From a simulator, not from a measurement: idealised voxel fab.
A process module follows: voxel spacer lines.
Cross-section cut: width 275 nm, square cells of 5 nm.
A cross-section is written here as square cells arranged in a grid, and it is given in bands from the top down, each band taking up one or more rows of cells.
Top height, bottom height, nm. Materials left to right, width each, nm. Single material + "edge to edge" = fills band edge to edge. "empty" = empty.
Heights are measured from 0, the level below which the as-received wafer is all one material; the lowest band has no bottom and continues downward, written as in "top 0, no bottom".
Think of "30..40" as a width that walks from the first number to the second as you go down the band, top row to bottom row, taking equal-sized steps from row to row.
Basically "nothing changed" means that step didn't change any cell in the cross-section.
The entry "Enclosed cavity list" lists the empty spaces that cover at least 8 cells and have no open path to the top. Each is written as width x height at distance, where the distance is measured from the left edge and all three values are in nm.
Past the settings on a step's line: simulator remark, on that step.
overlay nm: mask right of planned place by this much (step with mask). Neg. = left.
[These are the steps we planned for the process]
1: RECEIVE with material Si
2: CONFORMAL_DEP with material Al2O3, thk nm 5
3: DIRECTIONAL_DEP with material SiN, thk nm 10
4: DIRECTIONAL_DEP with material aC, thk nm 20
5: PATTERN with tone cover, mask id MANDREL, material resist, width nm 15, pitch nm 60, thk nm 30, overlay nm 0
6: DIRECTIONAL_ETCH with etch materials aC, depth nm 20
7: STRIP with etch materials resist
8: CONFORMAL_DEP with material SiO2, thk nm 15
9: DIRECTIONAL_ETCH with etch materials SiO2, depth nm 15
10: STRIP with etch materials aC
11: DIRECTIONAL_ETCH with etch materials SiN, depth nm 10
12: STRIP with etch materials SiO2
13: FILL_DEP with material lowk, thk nm 5
14: CMP with height nm 15
[Shown in cross-section is the wafer as received, that is, as it stands after step 1]
	top 0, no bottom = Si edge to edge
	Enclosed cavity list: none
[Below is the wafer in cross-section after the module was completed. It began from the starting point shown above and followed the plan shown above, except that one mistake was made while running it]
	top 15, bottom 5 = lowk=55, then SiN=15, then lowk=15, then SiN=15, then lowk=15, then SiN=15, then lowk=15, then SiN=15, then lowk=15, then SiN=15, then lowk=15, then SiN=15, then lowk=55
	top 5, bottom 0 = lowk edge to edge
	top 0, no bottom = Si edge to edge
	Enclosed cavity list: none
What broke from the plan during processing? step 2, actual vs plan mismatch, actual run CONFORMAL_DEP with material lowk, thk nm 5
